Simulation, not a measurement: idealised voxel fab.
The following process module bears the name voxel self aligned vias.
265 nm wide, 5 nm square cells: that's cross-section cut.
The cross-sections in this document take the form of a grid made of square cells. They are written out as bands, in order from top to bottom. Each band consists of one or more rows of cells.
A band entry consists of two parts. The first gives the height of the band's top and the height of its bottom, in nm. The rest lists the band's materials from left to right, each with its width in nm. A single material labelled with the word "everywhere" fills the band from edge to edge, and the word "air" marks empty space.
Height 0 is the level under which the wafer as received is all one material. The lowest band goes on downwards, as in "from 0 down".
Graded width ("30 to 40"): value in top row of band = first number; value in bottom row = second number; row-to-row change constant.
Key: "no modification" - step with no changed cell in the cross-section.
Basically, "Enclosed voids" tells you about the enclosed voids: empty spaces with no open way to the top, 8 cells or bigger, each written width x height at distance, where distance is from the left edge, all in nm.
Whatever follows a step's settings on its line is a remark the simulator itself makes about that step.
overlay nm: right-of-plan distance of the mask on a masked step; negative values mean left-of-plan.
**The steps planned for the process are as follows**
1) RECEIVE,material Si
2) CONFORMAL_DEP,material SiO2,thk nm 15
3) CONFORMAL_DEP,material SiCN,thk nm 5
4) DIRECTIONAL_DEP,material lowk,thk nm 30
5) MASKED_ETCH,tone open,mask id LINES,width nm 25,pitch nm 75,etch materials lowk,depth nm 30,overlay nm 0
6) CONFORMAL_DEP,material TiN,thk nm 5
7) FILL_DEP,material Ru,thk nm 10
8) CMP,height nm 50
9) SELECTIVE_ETCH,etch materials W Ru TiN,depth nm 5
10) FILL_DEP,material SiN,thk nm 10
11) CMP,height nm 50
12) DIRECTIONAL_DEP,material lowk,thk nm 20
13) PATTERN,tone open,mask id VIAS,material resist,width nm 45,thk nm 20,overlay nm -15
14) DIRECTIONAL_ETCH,etch materials lowk,depth nm 20
15) DIRECTIONAL_ETCH,etch materials SiN,depth nm 5
16) STRIP,etch materials resist
17) CONFORMAL_DEP,material TiN,thk nm 5
18) FILL_DEP,material W,thk nm 10
19) CMP,height nm 70
20) CONFORMAL_DEP,material SiN,thk nm 5
For this document, wafers share an identical start and vary in the step 13 overlay nm; the plan quotes the first wafer's value.
**Step 1 complete: as-received cross-section of the first of several wafers**
  from 0 down  Si everywhere
  Enclosed voids: none
**After the module's final step, step 20: the first of several wafers in cross-section**
  from 75 to 70  SiN everywhere
  from 70 to 55  lowk (55), TiN (5), W (35), TiN (5), lowk (165)
  from 55 to 50  lowk (55), TiN (30), W (10), TiN (5), lowk (165)
  from 50 to 45  lowk (80), TiN (20), SiN (5), lowk (50), SiN (25), lowk (85)
  from 45 to 25  lowk (80), TiN (5), Ru (15), TiN (5), lowk (50), TiN (5), Ru (15), TiN (5), lowk (85)
  from 25 to 20  lowk (80), TiN (25), lowk (50), TiN (25), lowk (85)
  from 20 to 15  SiCN everywhere
  from 15 to 0  SiO2 everywhere
  from 0 down  Si everywhere
  Enclosed voids: none
**Last wafer, end of module, cross-section**
  from 75 to 70  SiN everywhere
  from 70 to 55  lowk (85), TiN (5), W (35), TiN (5), lowk (135)
  from 55 to 50  lowk (85), TiN (5), W (10), TiN (30), lowk (135)
  from 50 to 45  lowk (80), SiN (5), TiN (20), lowk (50), SiN (25), lowk (85)
  from 45 to 25  lowk (80), TiN (5), Ru (15), TiN (5), lowk (50), TiN (5), Ru (15), TiN (5), lowk (85)
  from 25 to 20  lowk (80), TiN (25), lowk (50), TiN (25), lowk (85)
  from 20 to 15  SiCN everywhere
  from 15 to 0  SiO2 everywhere
  from 0 down  Si everywhere
  Enclosed voids: none
**Rows = wafers. At module end, each row lists per material the cells gained (+) or lost (-) since the wafer was received, then the closed voids**
overlay nm -15 | +24 Ru | +53 SiCN | +59 SiN | +159 SiO2 | +43 TiN | +23 W | +434 lowk | Enclosed voids: none
overlay nm -10 | +24 Ru | +53 SiCN | +58 SiN | +159 SiO2 | +43 TiN | +24 W | +434 lowk | Enclosed voids: none
overlay nm -5 | +24 Ru | +53 SiCN | +58 SiN | +159 SiO2 | +43 TiN | +24 W | +434 lowk | Enclosed voids: none
overlay nm 0 | +24 Ru | +53 SiCN | +58 SiN | +159 SiO2 | +43 TiN | +24 W | +434 lowk | Enclosed voids: none
overlay nm 5 | +24 Ru | +53 SiCN | +58 SiN | +159 SiO2 | +43 TiN | +24 W | +434 lowk | Enclosed voids: none
overlay nm 10 | +24 Ru | +53 SiCN | +58 SiN | +159 SiO2 | +43 TiN | +24 W | +434 lowk | Enclosed voids: none
overlay nm 15 | +24 Ru | +53 SiCN | +59 SiN | +159 SiO2 | +43 TiN | +23 W | +434 lowk | Enclosed voids: none
